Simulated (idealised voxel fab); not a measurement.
Name of the process module below: voxel air gaps
The cross-section shown here is cut; it is 265 nm wide and divided into square cells measuring 5 nm on a side.
Square cells in a grid make up a cross-section in this document, and the grid is given as bands, listed from the top down, each one or more rows of cells.
Top, bottom (nm), then materials left to right with widths (nm); lone material tagged "edge to edge" fills the whole band edge to edge; "air" = empty space.
Heights are reckoned from 0. Under this level, the received wafer is all of one material. The bottommost band is open-ended downward, for example "0 and below".
Read "30..40" as a graded width: first number on top, second number at the bottom, same change between each pair of neighbouring rows.
"no alterations made" means the step left every cell of the cross-section as it was.
Listed in "Completely enclosed voids": every empty space of 8 or more cells without an open way to the top. Form: width x height at distance, the distance being from the left edge, all in nm.
If you see something after the settings on a step's line, that's the simulator's own remark about that step.
"overlay nm" on a masked step: distance the mask lay right of its planned place, negative for left.

LIST OF PLANNED PROCESS STEPS
| 1 | RECEIVE | material Si |
| 2 | CONFORMAL_DEP | material SiO2 | thk nm 15 |
| 3 | CONFORMAL_DEP | material SiN | thk nm 5 |
| 4 | DIRECTIONAL_DEP | material SiO2 | thk nm 40 |
| 5 | DIRECTIONAL_DEP | material aC | thk nm 15 |
| 6 | PATTERN | tone open | mask id LINES | material resist | width nm 15 | pitch nm 40 | thk nm 35 | overlay nm 0 |
| 7 | DIRECTIONAL_ETCH | etch materials aC | depth nm 15 |
| 8 | STRIP | etch materials resist |
| 9 | DIRECTIONAL_ETCH | etch materials SiO2 | depth nm 40 |
| 10 | STRIP | etch materials aC |
| 11 | CONFORMAL_DEP | material TiN | thk nm 5 |
| 12 | FILL_DEP | material W | thk nm 10 |
| 13 | CMP | height nm 60 |
| 14 | EPI | material Ru | thk nm 10 |
| 15 | SELECTIVE_ETCH | etch materials SiO2 | depth nm 50 |
| 16 | CONFORMAL_DEP | material SiN | thk nm 5 |

CROSS-SECTION OF THE WAFER UPON ARRIVAL, REPRESENTING THE STATE REACHED AFTER STEP 1
* 0 and below: Si edge to edge
* Completely enclosed voids: none

FIRST OF TWO WAFERS: CROSS-SECTION AT END OF MODULE, RUN PER PLAN
* 75 down to 70: air 70 / SiN 125 / air 70
* 70 down to 60: air 70 / SiN 5 / Ru 35 / SiN 5 / Ru 35 / SiN 5 / Ru 35 / SiN 5 / air 70
* 60 down to 55: air 70 / SiN 15 / TiN 5 / W 5 / TiN 5 / SiN 25 / TiN 5 / W 5 / TiN 5 / SiN 25 / TiN 5 / W 5 / TiN 5 / SiN 15 / air 70
* 55 down to 25: air 80 / SiN 5 / TiN 5 / W 5 / TiN 5 / SiN 5 / air 15 / SiN 5 / TiN 5 / W 5 / TiN 5 / SiN 5 / air 15 / SiN 5 / TiN 5 / W 5 / TiN 5 / SiN 5 / air 80
* 25 down to 20: SiN 85 / TiN 15 / SiN 25 / TiN 15 / SiN 25 / TiN 15 / SiN 85
* 20 down to 15: SiN edge to edge
* 15 down to 0: SiO2 edge to edge
* 0 and below: Si edge to edge
* Completely enclosed voids: 15 x 30 at 105; 15 x 30 at 145

WAFER TWO CROSS-SECTION, MODULE END. START AND PLAN UNCHANGED FROM WAFER ONE; ONE MISTAKE MADE DURING THE RUN
* 75 down to 70: air 70 / SiN 125 / air 70
* 70 down to 60: air 70 / SiN 5 / Ru 35 / SiN 5 / Ru 35 / SiN 5 / Ru 35 / SiN 5 / air 70
* 60 down to 55: air 70 / SiN 15 / TiN 5 / W 5 / TiN 5 / SiN 25 / TiN 5 / W 5 / TiN 5 / SiN 25 / TiN 5 / W 5 / TiN 5 / SiN 15 / air 70
* 55 down to 25: air 80 / SiN 5 / TiN 5 / W 5 / TiN 5 / SiN 5 / air 15 / SiN 5 / TiN 5 / W 5 / TiN 5 / SiN 5 / air 15 / SiN 5 / TiN 5 / W 5 / TiN 5 / SiN 5 / air 80
* 25 down to 20: SiN 85 / TiN 15 / SiN 25 / TiN 15 / SiN 25 / TiN 15 / SiN 85
* 20 down to 0: SiN edge to edge
* 0 and below: Si edge to edge
* Completely enclosed voids: 15 x 30 at 105; 15 x 30 at 145
Deviation from plan: step 2 ran as: CONFORMAL_DEP | material SiN | thk nm 15
Upon completion, the second wafer contains, in terms of cells, a greater or smaller amount of certain materials than the first wafer: SiN: 159 more; SiO2: 159 fewer
